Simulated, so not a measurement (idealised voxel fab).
process module | voxel trench capacitor
cross-section cut | 295 nm wide | cells 5 nm
A cross-section is a grid of square cells, given in bands from the top down. A band is one or more rows of cells.
Each band's line starts with the height of the band's top and of its bottom, in nm. Then come its materials from left to right, each with its width in nm. One material with "throughout" fills the band from edge to edge. "air" is empty space.
Height 0 is the level under which the wafer as received is all one material. The lowest band goes on downwards, as in "0 down".
A width such as "30 to 40" changes by the same amount from each row of cells to the next, from the band's top row to its bottom row.
"no change" after a step means that no cell of the cross-section changed.
closed voids: empty space of 8 cells or more with no open way to the top, each as width x height at its distance from the left edge, in nm
after a step's settings: what the simulator itself notes on the step
overlay nm, on a step with a mask: how far to the right of its planned place the mask lay; to the left if negative
plan
1 op RECEIVE | material Si
2 op CONFORMAL_DEP | material SiN | thk nm 10
3 op DIRECTIONAL_DEP | material aC | thk nm 10
4 op PATTERN | tone open | mask id TRENCH | material resist | width nm 25 | pitch nm 45 | thk nm 30 | overlay nm 0
5 op DIRECTIONAL_ETCH | etch materials aC | depth nm 10
6 op STRIP | etch materials resist
7 op DIRECTIONAL_ETCH | etch materials SiN | depth nm 10
8 op DIRECTIONAL_ETCH | etch materials Si | depth nm 30
9 op STRIP | etch materials aC
10 op CONFORMAL_DEP | material Al2O3 | thk nm 5
11 op FILL_DEP | material polySi | thk nm 5
12 op CMP | height nm 10
as received, after step 1
  0 down: Si throughout
  closed voids: none
first wafer at the end, as planned
  10 to 0: SiN 65 | Al2O3 5 | polySi 15 | Al2O3 5 | SiN 20 | Al2O3 5 | polySi 15 | Al2O3 5 | SiN 20 | Al2O3 5 | polySi 15 | Al2O3 5 | SiN 20 | Al2O3 5 | polySi 15 | Al2O3 5 | SiN 70
  0 to -25: Si 65 | Al2O3 5 | polySi 15 | Al2O3 5 | Si 20 | Al2O3 5 | polySi 15 | Al2O3 5 | Si 20 | Al2O3 5 | polySi 15 | Al2O3 5 | Si 20 | Al2O3 5 | polySi 15 | Al2O3 5 | Si 70
  -25 to -30: Si 65 | Al2O3 25 | Si 20 | Al2O3 25 | Si 20 | Al2O3 25 | Si 20 | Al2O3 25 | Si 70
  -30 down: Si throughout
  closed voids: none
second wafer at the end: like start, like plan, one mistake
  10 to 0: SiN 70 | Al2O3 5 | polySi 10 | Al2O3 5 | SiN 25 | Al2O3 5 | polySi 10 | Al2O3 5 | SiN 25 | Al2O3 5 | polySi 10 | Al2O3 5 | SiN 25 | Al2O3 5 | polySi 10 | Al2O3 5 | SiN 70
  0 to -25: Si 70 | Al2O3 5 | polySi 10 | Al2O3 5 | Si 25 | Al2O3 5 | polySi 10 | Al2O3 5 | Si 25 | Al2O3 5 | polySi 10 | Al2O3 5 | Si 25 | Al2O3 5 | polySi 10 | Al2O3 5 | Si 70
  -25 to -30: Si 70 | Al2O3 20 | Si 25 | Al2O3 20 | Si 25 | Al2O3 20 | Si 25 | Al2O3 20 | Si 70
  -30 down: Si throughout
  closed voids: none
what went wrong: step 4 ran as: op PATTERN | tone open | mask id TRENCH | material resist | width nm 20 | pitch nm 45 | thk nm 30 | overlay nm 0
at the end the second wafer has, in cells: 4 fewer of Al2O3 | 24 more of Si | 8 more of SiN | 28 fewer of polySi
